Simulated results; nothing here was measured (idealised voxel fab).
process module | voxel ribs on slabs
cross-section cut | 255 nm wide | cells 5 nm
A cross-section is a grid of square cells, given in bands from the top down. A band is one or more rows of cells.
Each band's line starts with the height of the band's top and of its bottom, in nm. Then come its materials from left to right, each with its width in nm. One material with "throughout" fills the band from edge to edge. "air" is empty space.
Height 0 is the level under which the wafer as received is all one material. The lowest band goes on downwards, as in "0 down".
A width such as "30 to 40" changes by the same amount from each row of cells to the next, from the band's top row to its bottom row.
"no change" after a step means that no cell of the cross-section changed.
closed voids: empty space of 8 cells or more with no open way to the top, each as width x height at its distance from the left edge, in nm
after a step's settings: what the simulator itself notes on the step
overlay nm, on a step with a mask: how far to the right of its planned place the mask lay; to the left if negative
plan
1 op RECEIVE | material Si
2 op DIRECTIONAL_DEP | material SiO2 | thk nm 20
3 op DIRECTIONAL_DEP | material polySi | thk nm 15
4 op MASKED_ETCH | tone cover | mask id RIB | width nm 20 | etch materials polySi | depth nm 5 | overlay nm 0
5 op DIRECTIONAL_DEP | material aC | thk nm 15
6 op PATTERN | tone cover | mask id SLAB | material resist | width nm 70 | thk nm 30 | overlay nm 0
7 op DIRECTIONAL_ETCH | etch materials aC | depth nm 15
8 op STRIP | etch materials resist
9 op DIRECTIONAL_ETCH | etch materials polySi | depth nm 10
10 op STRIP | etch materials aC
11 op FILL_DEP | material SiO2 | thk nm 20
12 op CMP | height nm 45
13 op DIRECTIONAL_DEP | material W | thk nm 5
14 op MASKED_ETCH | tone cover | mask id HEATER | width nm 30 | etch materials W | depth nm 5 | overlay nm 0
15 op CONFORMAL_DEP | material SiN | thk nm 5
first wafer, as planned
as received, after step 1
  0 down: Si throughout
  closed voids: none
after step 2
  20 to 0: SiO2 throughout
  below 0: unchanged
after step 3
  35 to 20: polySi throughout
  below 20: unchanged
after step 4
  35 to 30: air 115 | polySi 20 | air 120
  below 30: unchanged
after step 5
  50 to 45: air 115 | aC 20 | air 120
  45 to 35: aC throughout
  35 to 30: aC 115 | polySi 20 | aC 120
  below 30: unchanged
after step 6
  80 to 50: air 90 | resist 70 | air 95
  50 to 45: air 90 | resist 25 | aC 20 | resist 25 | air 95
  below 45: unchanged
after step 7
  65 to 50: air 90 | resist 70 | air 95
  50 to 45: air 90 | resist 25 | aC 20 | resist 25 | air 95
  45 to 35: air 90 | aC 70 | air 95
  35 to 30: air 90 | aC 25 | polySi 20 | aC 25 | air 95
  below 30: unchanged
after step 8
  50 to 45: air 115 | aC 20 | air 120
  below 45: unchanged
after step 9
  50 to 45: air 115 | aC 20 | air 120
  45 to 35: air 90 | aC 70 | air 95
  35 to 30: air 90 | aC 25 | polySi 20 | aC 25 | air 95
  30 to 20: air 90 | polySi 70 | air 95
  below 20: unchanged
after step 10
  35 to 30: air 115 | polySi 20 | air 120
  below 30: unchanged
after step 11
  55 to 35: SiO2 throughout
  35 to 30: SiO2 115 | polySi 20 | SiO2 120
  30 to 20: SiO2 90 | polySi 70 | SiO2 95
  below 20: unchanged
after step 12
  45 to 35: SiO2 throughout
  below 35: unchanged
after step 13
  50 to 45: W throughout
  below 45: unchanged
after step 14
  50 to 45: air 110 | W 30 | air 115
  below 45: unchanged
after step 15
  55 to 50: air 105 | SiN 40 | air 110
  50 to 45: SiN 110 | W 30 | SiN 115
  below 45: unchanged
second wafer: like start, like plan, one mistake. Through step 3 it matches the first wafer
when step 4 should have ended
  35 to 30: air 120 | polySi 15 | air 120
  below 30: unchanged
when step 5 should have ended
  50 to 45: air 120 | aC 15 | air 120
  45 to 35: aC throughout
  35 to 30: aC 120 | polySi 15 | aC 120
  below 30: unchanged
when step 6 should have ended
  80 to 50: air 90 | resist 70 | air 95
  50 to 45: air 90 | resist 30 | aC 15 | resist 25 | air 95
  below 45: unchanged
when step 7 should have ended
  65 to 50: air 90 | resist 70 | air 95
  50 to 45: air 90 | resist 30 | aC 15 | resist 25 | air 95
  45 to 35: air 90 | aC 70 | air 95
  35 to 30: air 90 | aC 30 | polySi 15 | aC 25 | air 95
  below 30: unchanged
when step 8 should have ended
  50 to 45: air 120 | aC 15 | air 120
  below 45: unchanged
when step 9 should have ended
  50 to 45: air 120 | aC 15 | air 120
  45 to 35: air 90 | aC 70 | air 95
  35 to 30: air 90 | aC 30 | polySi 15 | aC 25 | air 95
  30 to 20: air 90 | polySi 70 | air 95
  below 20: unchanged
when step 10 should have ended
  35 to 30: air 120 | polySi 15 | air 120
  below 30: unchanged
when step 11 should have ended
  55 to 35: SiO2 throughout
  35 to 30: SiO2 120 | polySi 15 | SiO2 120
  30 to 20: SiO2 90 | polySi 70 | SiO2 95
  below 20: unchanged
when step 12 should have ended
  45 to 35: SiO2 throughout
  below 35: unchanged
when step 13 should have ended
  50 to 45: W throughout
  below 45: unchanged
when step 14 should have ended
  50 to 45: air 110 | W 30 | air 115
  below 45: unchanged
when step 15 should have ended
  55 to 50: air 105 | SiN 40 | air 110
  50 to 45: SiN 110 | W 30 | SiN 115
  below 45: unchanged
what went wrong: step 4 ran as: op MASKED_ETCH | tone cover | mask id RIB | width nm 15 | etch materials polySi | depth nm 5 | overlay nm 0
at the end the second wafer has, in cells: 1 more of SiO2 | 1 fewer of polySi
